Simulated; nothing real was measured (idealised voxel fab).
Documented hereafter: the process module known as voxel wiring stack.
The width of the displayed cross-section, cut, is 240 nm; its cells are square, with a size of 5 nm.
We lay out every cross-section as a grid of square cells and spell it out in bands from the top down, where one band means one or more rows of cells. Within each band entry, the heights of the top and of the bottom of the band appear first, in that order and in nm; the materials of the band then follow from left to right, each with its corresponding width in nm. The designation "everywhere" on a single material indicates that it fills the band from edge to edge; the designation "empty" indicates empty space. We count height from 0. Below that, the starting wafer is all one material. The lowest band never ends at the bottom but goes on down; see "0 -> down" for how that is written. Graded width ("30->40"): value in top row of band = first number; value in bottom row = second number; row-to-row change constant. "all unchanged", as given for a step, is the statement that not any cell of the cross-section underwent a change during that step. Under "Enclosed empty spaces" you'll find the enclosed gaps, the ones with no way out to the top, that are 8 cells or bigger; each reads width x height at distance, with distance counted from the left edge, everything in nm. Text after the settings on a step's line: the simulator's own remark on that step. You can add "overlay nm" to a step's line. For a step with a mask, it describes how far the mask lay to the right of its planned position, and a negative number describes a lay to the left.

[Here's what the planned process steps look like]
1 RECEIVE (material Si)
2 CONFORMAL_DEP (material SiO2; thk nm 10)
3 DIRECTIONAL_DEP (material TiN; thk nm 5)
4 DIRECTIONAL_DEP (material Ru; thk nm 25)
5 MASKED_ETCH (tone cover; mask id METAL_1; width nm 20; pitch nm 50; etch materials Ru; depth nm 25; overlay nm 0)
6 MASKED_ETCH (tone cover; mask id METAL_1; width nm 20; pitch nm 50; etch materials TiN; depth nm 5; overlay nm 0)
7 CONFORMAL_DEP (material SiCN; thk nm 5)
8 FILL_DEP (material lowk; thk nm 10)
9 CMP (height nm 40)
10 CONFORMAL_DEP (material SiCN; thk nm 5)
11 DIRECTIONAL_DEP (material lowk; thk nm 15)
12 DIRECTIONAL_DEP (material aC; thk nm 15)
13 PATTERN (tone open; mask id PLUG_1; material resist; width nm 15; pitch nm 50; thk nm 30; overlay nm 0)
14 DIRECTIONAL_ETCH (etch materials aC; depth nm 15)
15 STRIP (etch materials resist)
16 DIRECTIONAL_ETCH (etch materials lowk; depth nm 15)
17 DIRECTIONAL_ETCH (etch materials SiCN; depth nm 5)
18 STRIP (etch materials aC)
19 EPI (material Ru; thk nm 10)
20 EPI (material Ru; thk nm 10)
21 CONFORMAL_DEP (material SiN; thk nm 5)
22 DIRECTIONAL_DEP (material SiO2; thk nm 25)
23 PATTERN (tone open; mask id METAL_2; material resist; width nm 20; pitch nm 50; thk nm 15; overlay nm 0)
24 DIRECTIONAL_ETCH (etch materials SiO2; depth nm 25)
25 DIRECTIONAL_ETCH (etch materials SiN; depth nm 5)
26 STRIP (etch materials resist)
27 CONFORMAL_DEP (material TiN; thk nm 5)
28 FILL_DEP (material Ru; thk nm 10)
29 CMP (height nm 90)
30 CONFORMAL_DEP (material SiCN; thk nm 5)
31 DIRECTIONAL_DEP (material lowk; thk nm 30)
32 MASKED_ETCH (tone open; mask id METAL_3; width nm 20; pitch nm 50; etch materials lowk; depth nm 15; overlay nm 0)
33 PATTERN (tone open; mask id METAL_3_HOLES; material resist; width nm 15; pitch nm 100; thk nm 20; overlay nm 0)
34 DIRECTIONAL_ETCH (etch materials lowk; depth nm 15)
35 DIRECTIONAL_ETCH (etch materials SiCN; depth nm 5)
36 STRIP (etch materials resist)
37 CONFORMAL_DEP (material TiN; thk nm 5)
38 FILL_DEP (material Ru; thk nm 10)
39 CMP (height nm 125)
40 CONFORMAL_DEP (material SiCN; thk nm 5)
41 DIRECTIONAL_DEP (material SiO2; thk nm 30)
42 DIRECTIONAL_DEP (material aC; thk nm 10)
43 PATTERN (tone open; mask id METAL_4; material resist; width nm 20; pitch nm 50; thk nm 30; overlay nm 0)
44 DIRECTIONAL_ETCH (etch materials aC; depth nm 10)
45 STRIP (etch materials resist)
46 DIRECTIONAL_ETCH (etch materials SiO2; depth nm 15)
47 STRIP (etch materials aC)
48 MASKED_ETCH (tone open; mask id METAL_4_HOLES; width nm 15; pitch nm 100; etch materials SiO2; depth nm 15; overlay nm 0)
49 MASKED_ETCH (tone open; mask id METAL_4_HOLES; width nm 15; pitch nm 100; etch materials SiCN; depth nm 5; overlay nm 0)
50 CONFORMAL_DEP (material TiN; thk nm 5)
51 FILL_DEP (material Cu; thk nm 5)
52 CMP (height nm 160)
53 CONFORMAL_DEP (material SiCN; thk nm 5)

[First of the two wafers, run per plan]

[Delivered wafer in cross-section: state after step 1]
> 0 -> down | Si everywhere
> Enclosed empty spaces: none

[You're looking at a cross-section of the wafer after step 2]
> 10 -> 0 | SiO2 everywhere
> Beneath the level 0, the cross-section is identical to its previous state.

[You're looking at a cross-section of the wafer after step 3]
> 15 -> 10 | TiN everywhere
> Beneath the level 10, the cross-section is identical to its previous state.

[You're looking at a cross-section of the wafer after step 4]
> 40 -> 15 | Ru everywhere
> Beneath the level 15, the cross-section is identical to its previous state.

[You're looking at a cross-section of the wafer after step 5]
> 40 -> 15 | 60 empty  20 Ru  30 empty  20 Ru  30 empty  20 Ru  60 empty
> Beneath the level 15, the cross-section is identical to its previous state.

[You're looking at a cross-section of the wafer after step 6]
> 40 -> 15 | 60 empty  20 Ru  30 empty  20 Ru  30 empty  20 Ru  60 empty
> 15 -> 10 | 60 empty  20 TiN  30 empty  20 TiN  30 empty  20 TiN  60 empty
> Beneath the level 10, the cross-section is identical to its previous state.

[You're looking at a cross-section of the wafer after step 7]
> 45 -> 40 | 55 empty  30 SiCN  20 empty  30 SiCN  20 empty  30 SiCN  55 empty
> 40 -> 15 | 55 empty  5 SiCN  20 Ru  5 SiCN  20 empty  5 SiCN  20 Ru  5 SiCN  20 empty  5 SiCN  20 Ru  5 SiCN  55 empty
> 15 -> 10 | 60 SiCN  20 TiN  30 SiCN  20 TiN  30 SiCN  20 TiN  60 SiCN
> Beneath the level 10, the cross-section is identical to its previous state.

[You're looking at a cross-section of the wafer after step 8]
> 55 -> 45 | lowk everywhere
> 45 -> 40 | 55 lowk  30 SiCN  20 lowk  30 SiCN  20 lowk  30 SiCN  55 lowk
> 40 -> 15 | 55 lowk  5 SiCN  20 Ru  5 SiCN  20 lowk  5 SiCN  20 Ru  5 SiCN  20 lowk  5 SiCN  20 Ru  5 SiCN  55 lowk
> Beneath the level 15, the cross-section is identical to its previous state.

[You're looking at a cross-section of the wafer after step 9]
> 40 -> 15 | 55 lowk  5 SiCN  20 Ru  5 SiCN  20 lowk  5 SiCN  20 Ru  5 SiCN  20 lowk  5 SiCN  20 Ru  5 SiCN  55 lowk
> Beneath the level 15, the cross-section is identical to its previous state.

[You're looking at a cross-section of the wafer after step 10]
> 45 -> 40 | SiCN everywhere
> Beneath the level 40, the cross-section is identical to its previous state.

[You're looking at a cross-section of the wafer after step 11]
> 60 -> 45 | lowk everywhere
> Beneath the level 45, the cross-section is identical to its previous state.

[You're looking at a cross-section of the wafer after step 12]
> 75 -> 60 | aC everywhere
> Beneath the level 60, the cross-section is identical to its previous state.

[You're looking at a cross-section of the wafer after step 13]
> 105 -> 75 | 60 resist  15 empty  35 resist  15 empty  35 resist  15 empty  65 resist
> Beneath the level 75, the cross-section is identical to its previous state.

[You're looking at a cross-section of the wafer after step 14]
> 90 -> 75 | 60 resist  15 empty  35 resist  15 empty  35 resist  15 empty  65 resist
> 75 -> 60 | 60 aC  15 empty  35 aC  15 empty  35 aC  15 empty  65 aC
> Beneath the level 60, the cross-section is identical to its previous state.

[You're looking at a cross-section of the wafer after step 15]
> 75 -> 60 | 60 aC  15 empty  35 aC  15 empty  35 aC  15 empty  65 aC
> Beneath the level 60, the cross-section is identical to its previous state.

[You're looking at a cross-section of the wafer after step 16]
> 75 -> 60 | 60 aC  15 empty  35 aC  15 empty  35 aC  15 empty  65 aC
> 60 -> 45 | 60 lowk  15 empty  35 lowk  15 empty  35 lowk  15 empty  65 lowk
> Beneath the level 45, the cross-section is identical to its previous state.

[You're looking at a cross-section of the wafer after step 17]
> 75 -> 60 | 60 aC  15 empty  35 aC  15 empty  35 aC  15 empty  65 aC
> 60 -> 45 | 60 lowk  15 empty  35 lowk  15 empty  35 lowk  15 empty  65 lowk
> 45 -> 40 | 60 SiCN  15 empty  35 SiCN  15 empty  35 SiCN  15 empty  65 SiCN
> Beneath the level 40, the cross-section is identical to its previous state.

[You're looking at a cross-section of the wafer after step 18]
> 60 -> 45 | 60 lowk  15 empty  35 lowk  15 empty  35 lowk  15 empty  65 lowk
> Beneath the level 45, the cross-section is identical to its previous state.

[You're looking at a cross-section of the wafer after step 19]
> 60 -> 50 | 60 lowk  15 empty  35 lowk  15 empty  35 lowk  15 empty  65 lowk
> 50 -> 45 | 60 lowk  15 Ru  35 lowk  15 Ru  35 lowk  15 Ru  65 lowk
> 45 -> 40 | 60 SiCN  15 Ru  35 SiCN  15 Ru  35 SiCN  15 Ru  65 SiCN
> Beneath the level 40, the cross-section is identical to its previous state.

[You're looking at a cross-section of the wafer after step 20]
> 60 -> 45 | 60 lowk  15 Ru  35 lowk  15 Ru  35 lowk  15 Ru  65 lowk
> Beneath the level 45, the cross-section is identical to its previous state.

[You're looking at a cross-section of the wafer after step 21]
> 65 -> 60 | SiN everywhere
> Beneath the level 60, the cross-section is identical to its previous state.

[You're looking at a cross-section of the wafer after step 22]
> 90 -> 65 | SiO2 everywhere
> Beneath the level 65, the cross-section is identical to its previous state.

[You're looking at a cross-section of the wafer after step 23]
> 105 -> 90 | 60 resist  20 empty  30 resist  20 empty  30 resist  20 empty  60 resist
> Beneath the level 90, the cross-section is identical to its previous state.

[You're looking at a cross-section of the wafer after step 24]
> 105 -> 90 | 60 resist  20 empty  30 resist  20 empty  30 resist  20 empty  60 resist
> 90 -> 65 | 60 SiO2  20 empty  30 SiO2  20 empty  30 SiO2  20 empty  60 SiO2
> Beneath the level 65, the cross-section is identical to its previous state.

[You're looking at a cross-section of the wafer after step 25]
> 105 -> 90 | 60 resist  20 empty  30 resist  20 empty  30 resist  20 empty  60 resist
> 90 -> 65 | 60 SiO2  20 empty  30 SiO2  20 empty  30 SiO2  20 empty  60 SiO2
> 65 -> 60 | 60 SiN  20 empty  30 SiN  20 empty  30 SiN  20 empty  60 SiN
> Beneath the level 60, the cross-section is identical to its previous state.

[You're looking at a cross-section of the wafer after step 26]
> 90 -> 65 | 60 SiO2  20 empty  30 SiO2  20 empty  30 SiO2  20 empty  60 SiO2
> Beneath the level 65, the cross-section is identical to its previous state.

[You're looking at a cross-section of the wafer after step 27]
> 95 -> 90 | 65 TiN  10 empty  40 TiN  10 empty  40 TiN  10 empty  65 TiN
> 90 -> 65 | 60 SiO2  5 TiN  10 empty  5 TiN  30 SiO2  5 TiN  10 empty  5 TiN  30 SiO2  5 TiN  10 empty  5 TiN  60 SiO2
> 65 -> 60 | 60 SiN  20 TiN  30 SiN  20 TiN  30 SiN  20 TiN  60 SiN
> Beneath the level 60, the cross-section is identical to its previous state.

[You're looking at a cross-section of the wafer after step 28]
> 105 -> 95 | Ru everywhere
> 95 -> 90 | 65 TiN  10 Ru  40 TiN  10 Ru  40 TiN  10 Ru  65 TiN
> 90 -> 65 | 60 SiO2  5 TiN  10 Ru  5 TiN  30 SiO2  5 TiN  10 Ru  5 TiN  30 SiO2  5 TiN  10 Ru  5 TiN  60 SiO2
> Beneath the level 65, the cross-section is identical to its previous state.

[You're looking at a cross-section of the wafer after step 29]
> 90 -> 65 | 60 SiO2  5 TiN  10 Ru  5 TiN  30 SiO2  5 TiN  10 Ru  5 TiN  30 SiO2  5 TiN  10 Ru  5 TiN  60 SiO2
> Beneath the level 65, the cross-section is identical to its previous state.

[You're looking at a cross-section of the wafer after step 30]
> 95 -> 90 | SiCN everywhere
> Beneath the level 90, the cross-section is identical to its previous state.

[You're looking at a cross-section of the wafer after step 31]
> 125 -> 95 | lowk everywhere
> Beneath the level 95, the cross-section is identical to its previous state.

[You're looking at a cross-section of the wafer after step 32]
> 125 -> 110 | 60 lowk  20 empty  30 lowk  20 empty  30 lowk  20 empty  60 lowk
> Beneath the level 110, the cross-section is identical to its previous state.

[You're looking at a cross-section of the wafer after step 33]
> 145 -> 125 | 60 resist  15 empty  85 resist  15 empty  65 resist
> 125 -> 110 | 60 lowk  15 empty  5 resist  30 lowk  20 resist  30 lowk  15 empty  5 resist  60 lowk
> Beneath the level 110, the cross-section is identical to its previous state.

[You're looking at a cross-section of the wafer after step 34]
> 145 -> 125 | 60 resist  15 empty  85 resist  15 empty  65 resist
> 125 -> 110 | 60 lowk  15 empty  5 resist  30 lowk  20 resist  30 lowk  15 empty  5 resist  60 lowk
> 110 -> 95 | 60 lowk  15 empty  85 lowk  15 empty  65 lowk
> Beneath the level 95, the cross-section is identical to its previous state.

[You're looking at a cross-section of the wafer after step 35]
> 145 -> 125 | 60 resist  15 empty  85 resist  15 empty  65 resist
> 125 -> 110 | 60 lowk  15 empty  5 resist  30 lowk  20 resist  30 lowk  15 empty  5 resist  60 lowk
> 110 -> 95 | 60 lowk  15 empty  85 lowk  15 empty  65 lowk
> 95 -> 90 | 60 SiCN  15 empty  85 SiCN  15 empty  65 SiCN
> Beneath the level 90, the cross-section is identical to its previous state.

[You're looking at a cross-section of the wafer after step 36]
> 125 -> 110 | 60 lowk  20 empty  30 lowk  20 empty  30 lowk  20 empty  60 lowk
> Beneath the level 110, the cross-section is identical to its previous state.

[You're looking at a cross-section of the wafer after step 37]
> 130 -> 125 | 65 TiN  10 empty  40 TiN  10 empty  40 TiN  10 empty  65 TiN
> 125 -> 115 | 60 lowk  5 TiN  10 empty  5 TiN  30 lowk  5 TiN  10 empty  5 TiN  30 lowk  5 TiN  10 empty  5 TiN  60 lowk
> 115 -> 110 | 60 lowk  5 TiN  5 empty  10 TiN  30 lowk  20 TiN  30 lowk  5 TiN  5 empty  10 TiN  60 lowk
> 110 -> 95 | 60 lowk  5 TiN  5 empty  5 TiN  85 lowk  5 TiN  5 empty  5 TiN  65 lowk
> 95 -> 90 | 60 SiCN  15 TiN  85 SiCN  15 TiN  65 SiCN
> Beneath the level 90, the cross-section is identical to its previous state.

[You're looking at a cross-section of the wafer after step 38]
> 140 -> 130 | Ru everywhere
> 130 -> 125 | 65 TiN  10 Ru  40 TiN  10 Ru  40 TiN  10 Ru  65 TiN
> 125 -> 115 | 60 lowk  5 TiN  10 Ru  5 TiN  30 lowk  5 TiN  10 Ru  5 TiN  30 lowk  5 TiN  10 Ru  5 TiN  60 lowk
> 115 -> 110 | 60 lowk  5 TiN  5 Ru  10 TiN  30 lowk  20 TiN  30 lowk  5 TiN  5 Ru  10 TiN  60 lowk
> 110 -> 95 | 60 lowk  5 TiN  5 Ru  5 TiN  85 lowk  5 TiN  5 Ru  5 TiN  65 lowk
> Beneath the level 95, the cross-section is identical to its previous state.

[You're looking at a cross-section of the wafer after step 39]
> 125 -> 115 | 60 lowk  5 TiN  10 Ru  5 TiN  30 lowk  5 TiN  10 Ru  5 TiN  30 lowk  5 TiN  10 Ru  5 TiN  60 lowk
> Beneath the level 115, the cross-section is identical to its previous state.

[You're looking at a cross-section of the wafer after step 40]
> 130 -> 125 | SiCN everywhere
> Beneath the level 125, the cross-section is identical to its previous state.

[You're looking at a cross-section of the wafer after step 41]
> 160 -> 130 | SiO2 everywhere
> Beneath the level 130, the cross-section is identical to its previous state.

[You're looking at a cross-section of the wafer after step 42]
> 170 -> 160 | aC everywhere
> Beneath the level 160, the cross-section is identical to its previous state.

[You're looking at a cross-section of the wafer after step 43]
> 200 -> 170 | 60 resist  20 empty  30 resist  20 empty  30 resist  20 empty  60 resist
> Beneath the level 170, the cross-section is identical to its previous state.

[You're looking at a cross-section of the wafer after step 44]
> 190 -> 170 | 60 resist  20 empty  30 resist  20 empty  30 resist  20 empty  60 resist
> 170 -> 160 | 60 aC  20 empty  30 aC  20 empty  30 aC  20 empty  60 aC
> Beneath the level 160, the cross-section is identical to its previous state.

[You're looking at a cross-section of the wafer after step 45]
> 170 -> 160 | 60 aC  20 empty  30 aC  20 empty  30 aC  20 empty  60 aC
> Beneath the level 160, the cross-section is identical to its previous state.

[You're looking at a cross-section of the wafer after step 46]
> 170 -> 160 | 60 aC  20 empty  30 aC  20 empty  30 aC  20 empty  60 aC
> 160 -> 145 | 60 SiO2  20 empty  30 SiO2  20 empty  30 SiO2  20 empty  60 SiO2
> Beneath the level 145, the cross-section is identical to its previous state.

[You're looking at a cross-section of the wafer after step 47]
> 160 -> 145 | 60 SiO2  20 empty  30 SiO2  20 empty  30 SiO2  20 empty  60 SiO2
> Beneath the level 145, the cross-section is identical to its previous state.

[You're looking at a cross-section of the wafer after step 48]
> 160 -> 145 | 60 SiO2  20 empty  30 SiO2  20 empty  30 SiO2  20 empty  60 SiO2
> 145 -> 130 | 60 SiO2  15 empty  85 SiO2  15 empty  65 SiO2
> Beneath the level 130, the cross-section is identical to its previous state.

[You're looking at a cross-section of the wafer after step 49]
> 160 -> 145 | 60 SiO2  20 empty  30 SiO2  20 empty  30 SiO2  20 empty  60 SiO2
> 145 -> 130 | 60 SiO2  15 empty  85 SiO2  15 empty  65 SiO2
> 130 -> 125 | 60 SiCN  15 empty  85 SiCN  15 empty  65 SiCN
> Beneath the level 125, the cross-section is identical to its previous state.

[You're looking at a cross-section of the wafer after step 50]
> 165 -> 160 | 65 TiN  10 empty  40 TiN  10 empty  40 TiN  10 empty  65 TiN
> 160 -> 150 | 60 SiO2  5 TiN  10 empty  5 TiN  30 SiO2  5 TiN  10 empty  5 TiN  30 SiO2  5 TiN  10 empty  5 TiN  60 SiO2
> 150 -> 145 | 60 SiO2  5 TiN  5 empty  10 TiN  30 SiO2  20 TiN  30 SiO2  5 TiN  5 empty  10 TiN  60 SiO2
> 145 -> 130 | 60 SiO2  5 TiN  5 empty  5 TiN  85 SiO2  5 TiN  5 empty  5 TiN  65 SiO2
> 130 -> 125 | 60 SiCN  15 TiN  85 SiCN  15 TiN  65 SiCN
> Beneath the level 125, the cross-section is identical to its previous state.

[You're looking at a cross-section of the wafer after step 51]
> 170 -> 165 | Cu everywhere
> 165 -> 160 | 65 TiN  10 Cu  40 TiN  10 Cu  40 TiN  10 Cu  65 TiN
> 160 -> 150 | 60 SiO2  5 TiN  10 Cu  5 TiN  30 SiO2  5 TiN  10 Cu  5 TiN  30 SiO2  5 TiN  10 Cu  5 TiN  60 SiO2
> 150 -> 145 | 60 SiO2  5 TiN  5 Cu  10 TiN  30 SiO2  20 TiN  30 SiO2  5 TiN  5 Cu  10 TiN  60 SiO2
> 145 -> 130 | 60 SiO2  5 TiN  5 Cu  5 TiN  85 SiO2  5 TiN  5 Cu  5 TiN  65 SiO2
> Beneath the level 130, the cross-section is identical to its previous state.

[You're looking at a cross-section of the wafer after step 52]
> 160 -> 150 | 60 SiO2  5 TiN  10 Cu  5 TiN  30 SiO2  5 TiN  10 Cu  5 TiN  30 SiO2  5 TiN  10 Cu  5 TiN  60 SiO2
> Beneath the level 150, the cross-section is identical to its previous state.

[You're looking at a cross-section of the wafer after step 53]
> 165 -> 160 | SiCN everywhere
> Beneath the level 160, the cross-section is identical to its previous state.

[The Second Wafer: Common Origin and Plan, One Mistake in Execution, Identical to the First Through Step 28]

Second wafer shown in cross-section at the time step 29 was slated to end: all unchanged

[Second wafer shown in cross-section at the time step 30 was slated to end]
> 110 -> 105 | SiCN everywhere
> Beneath the level 105, the cross-section is identical to its previous state.

[Second wafer shown in cross-section at the time step 31 was slated to end]
> 140 -> 110 | lowk everywhere
> Beneath the level 110, the cross-section is identical to its previous state.

[Second wafer shown in cross-section at the time step 32 was slated to end]
> 140 -> 125 | 60 lowk  20 empty  30 lowk  20 empty  30 lowk  20 empty  60 lowk
> Beneath the level 125, the cross-section is identical to its previous state.

[Second wafer shown in cross-section at the time step 33 was slated to end]
> 160 -> 140 | 60 resist  15 empty  85 resist  15 empty  65 resist
> 140 -> 125 | 60 lowk  15 empty  5 resist  30 lowk  20 resist  30 lowk  15 empty  5 resist  60 lowk
> Beneath the level 125, the cross-section is identical to its previous state.

[Second wafer shown in cross-section at the time step 34 was slated to end]
> 160 -> 140 | 60 resist  15 empty  85 resist  15 empty  65 resist
> 140 -> 125 | 60 lowk  15 empty  5 resist  30 lowk  20 resist  30 lowk  15 empty  5 resist  60 lowk
> 125 -> 110 | 60 lowk  15 empty  85 lowk  15 empty  65 lowk
> Beneath the level 110, the cross-section is identical to its previous state.

[Second wafer shown in cross-section at the time step 35 was slated to end]
> 160 -> 140 | 60 resist  15 empty  85 resist  15 empty  65 resist
> 140 -> 125 | 60 lowk  15 empty  5 resist  30 lowk  20 resist  30 lowk  15 empty  5 resist  60 lowk
> 125 -> 110 | 60 lowk  15 empty  85 lowk  15 empty  65 lowk
> 110 -> 105 | 60 SiCN  15 empty  85 SiCN  15 empty  65 SiCN
> Beneath the level 105, the cross-section is identical to its previous state.

[Second wafer shown in cross-section at the time step 36 was slated to end]
> 140 -> 125 | 60 lowk  20 empty  30 lowk  20 empty  30 lowk  20 empty  60 lowk
> Beneath the level 125, the cross-section is identical to its previous state.

[Second wafer shown in cross-section at the time step 37 was slated to end]
> 145 -> 140 | 65 TiN  10 empty  40 TiN  10 empty  40 TiN  10 empty  65 TiN
> 140 -> 130 | 60 lowk  5 TiN  10 empty  5 TiN  30 lowk  5 TiN  10 empty  5 TiN  30 lowk  5 TiN  10 empty  5 TiN  60 lowk
> 130 -> 125 | 60 lowk  5 TiN  5 empty  10 TiN  30 lowk  20 TiN  30 lowk  5 TiN  5 empty  10 TiN  60 lowk
> 125 -> 110 | 60 lowk  5 TiN  5 empty  5 TiN  85 lowk  5 TiN  5 empty  5 TiN  65 lowk
> 110 -> 105 | 60 SiCN  15 TiN  85 SiCN  15 TiN  65 SiCN
> Beneath the level 105, the cross-section is identical to its previous state.

[Second wafer shown in cross-section at the time step 38 was slated to end]
> 155 -> 145 | Ru everywhere
> 145 -> 140 | 65 TiN  10 Ru  40 TiN  10 Ru  40 TiN  10 Ru  65 TiN
> 140 -> 130 | 60 lowk  5 TiN  10 Ru  5 TiN  30 lowk  5 TiN  10 Ru  5 TiN  30 lowk  5 TiN  10 Ru  5 TiN  60 lowk
> 130 -> 125 | 60 lowk  5 TiN  5 Ru  10 TiN  30 lowk  20 TiN  30 lowk  5 TiN  5 Ru  10 TiN  60 lowk
> 125 -> 110 | 60 lowk  5 TiN  5 Ru  5 TiN  85 lowk  5 TiN  5 Ru  5 TiN  65 lowk
> Beneath the level 110, the cross-section is identical to its previous state.

[Second wafer shown in cross-section at the time step 39 was slated to end]
> 125 -> 110 | 60 lowk  5 TiN  5 Ru  5 TiN  85 lowk  5 TiN  5 Ru  5 TiN  65 lowk
> Beneath the level 110, the cross-section is identical to its previous state.

[Second wafer shown in cross-section at the time step 40 was slated to end]
> 130 -> 125 | SiCN everywhere
> Beneath the level 125, the cross-section is identical to its previous state.

[Second wafer shown in cross-section at the time step 41 was slated to end]
> 160 -> 130 | SiO2 everywhere
> Beneath the level 130, the cross-section is identical to its previous state.

[Second wafer shown in cross-section at the time step 42 was slated to end]
> 170 -> 160 | aC everywhere
> Beneath the level 160, the cross-section is identical to its previous state.

[Second wafer shown in cross-section at the time step 43 was slated to end]
> 200 -> 170 | 60 resist  20 empty  30 resist  20 empty  30 resist  20 empty  60 resist
> Beneath the level 170, the cross-section is identical to its previous state.

[Second wafer shown in cross-section at the time step 44 was slated to end]
> 190 -> 170 | 60 resist  20 empty  30 resist  20 empty  30 resist  20 empty  60 resist
> 170 -> 160 | 60 aC  20 empty  30 aC  20 empty  30 aC  20 empty  60 aC
> Beneath the level 160, the cross-section is identical to its previous state.

[Second wafer shown in cross-section at the time step 45 was slated to end]
> 170 -> 160 | 60 aC  20 empty  30 aC  20 empty  30 aC  20 empty  60 aC
> Beneath the level 160, the cross-section is identical to its previous state.

[Second wafer shown in cross-section at the time step 46 was slated to end]
> 170 -> 160 | 60 aC  20 empty  30 aC  20 empty  30 aC  20 empty  60 aC
> 160 -> 145 | 60 SiO2  20 empty  30 SiO2  20 empty  30 SiO2  20 empty  60 SiO2
> Beneath the level 145, the cross-section is identical to its previous state.

[Second wafer shown in cross-section at the time step 47 was slated to end]
> 160 -> 145 | 60 SiO2  20 empty  30 SiO2  20 empty  30 SiO2  20 empty  60 SiO2
> Beneath the level 145, the cross-section is identical to its previous state.

[Second wafer shown in cross-section at the time step 48 was slated to end]
> 160 -> 145 | 60 SiO2  20 empty  30 SiO2  20 empty  30 SiO2  20 empty  60 SiO2
> 145 -> 130 | 60 SiO2  15 empty  85 SiO2  15 empty  65 SiO2
> Beneath the level 130, the cross-section is identical to its previous state.

[Second wafer shown in cross-section at the time step 49 was slated to end]
> 160 -> 145 | 60 SiO2  20 empty  30 SiO2  20 empty  30 SiO2  20 empty  60 SiO2
> 145 -> 130 | 60 SiO2  15 empty  85 SiO2  15 empty  65 SiO2
> 130 -> 125 | 60 SiCN  15 empty  85 SiCN  15 empty  65 SiCN
> Beneath the level 125, the cross-section is identical to its previous state.

[Second wafer shown in cross-section at the time step 50 was slated to end]
> 165 -> 160 | 65 TiN  10 empty  40 TiN  10 empty  40 TiN  10 empty  65 TiN
> 160 -> 150 | 60 SiO2  5 TiN  10 empty  5 TiN  30 SiO2  5 TiN  10 empty  5 TiN  30 SiO2  5 TiN  10 empty  5 TiN  60 SiO2
> 150 -> 145 | 60 SiO2  5 TiN  5 empty  10 TiN  30 SiO2  20 TiN  30 SiO2  5 TiN  5 empty  10 TiN  60 SiO2
> 145 -> 130 | 60 SiO2  5 TiN  5 empty  5 TiN  85 SiO2  5 TiN  5 empty  5 TiN  65 SiO2
> 130 -> 125 | 60 SiCN  15 TiN  85 SiCN  15 TiN  65 SiCN
> Beneath the level 125, the cross-section is identical to its previous state.

[Second wafer shown in cross-section at the time step 51 was slated to end]
> 170 -> 165 | Cu everywhere
> 165 -> 160 | 65 TiN  10 Cu  40 TiN  10 Cu  40 TiN  10 Cu  65 TiN
> 160 -> 150 | 60 SiO2  5 TiN  10 Cu  5 TiN  30 SiO2  5 TiN  10 Cu  5 TiN  30 SiO2  5 TiN  10 Cu  5 TiN  60 SiO2
> 150 -> 145 | 60 SiO2  5 TiN  5 Cu  10 TiN  30 SiO2  20 TiN  30 SiO2  5 TiN  5 Cu  10 TiN  60 SiO2
> 145 -> 130 | 60 SiO2  5 TiN  5 Cu  5 TiN  85 SiO2  5 TiN  5 Cu  5 TiN  65 SiO2
> Beneath the level 130, the cross-section is identical to its previous state.

[Second wafer shown in cross-section at the time step 52 was slated to end]
> 160 -> 150 | 60 SiO2  5 TiN  10 Cu  5 TiN  30 SiO2  5 TiN  10 Cu  5 TiN  30 SiO2  5 TiN  10 Cu  5 TiN  60 SiO2
> Beneath the level 150, the cross-section is identical to its previous state.

[Second wafer shown in cross-section at the time step 53 was slated to end]
> 165 -> 160 | SiCN everywhere
> Beneath the level 160, the cross-section is identical to its previous state.
Nonconformance to the process plan: step 29 from the plan never happened, it was just skipped
Upon completion, the second wafer contains, in terms of cells, a greater or smaller amount of certain materials than the first wafer: +88 Ru, +20 TiN, -108 lowk
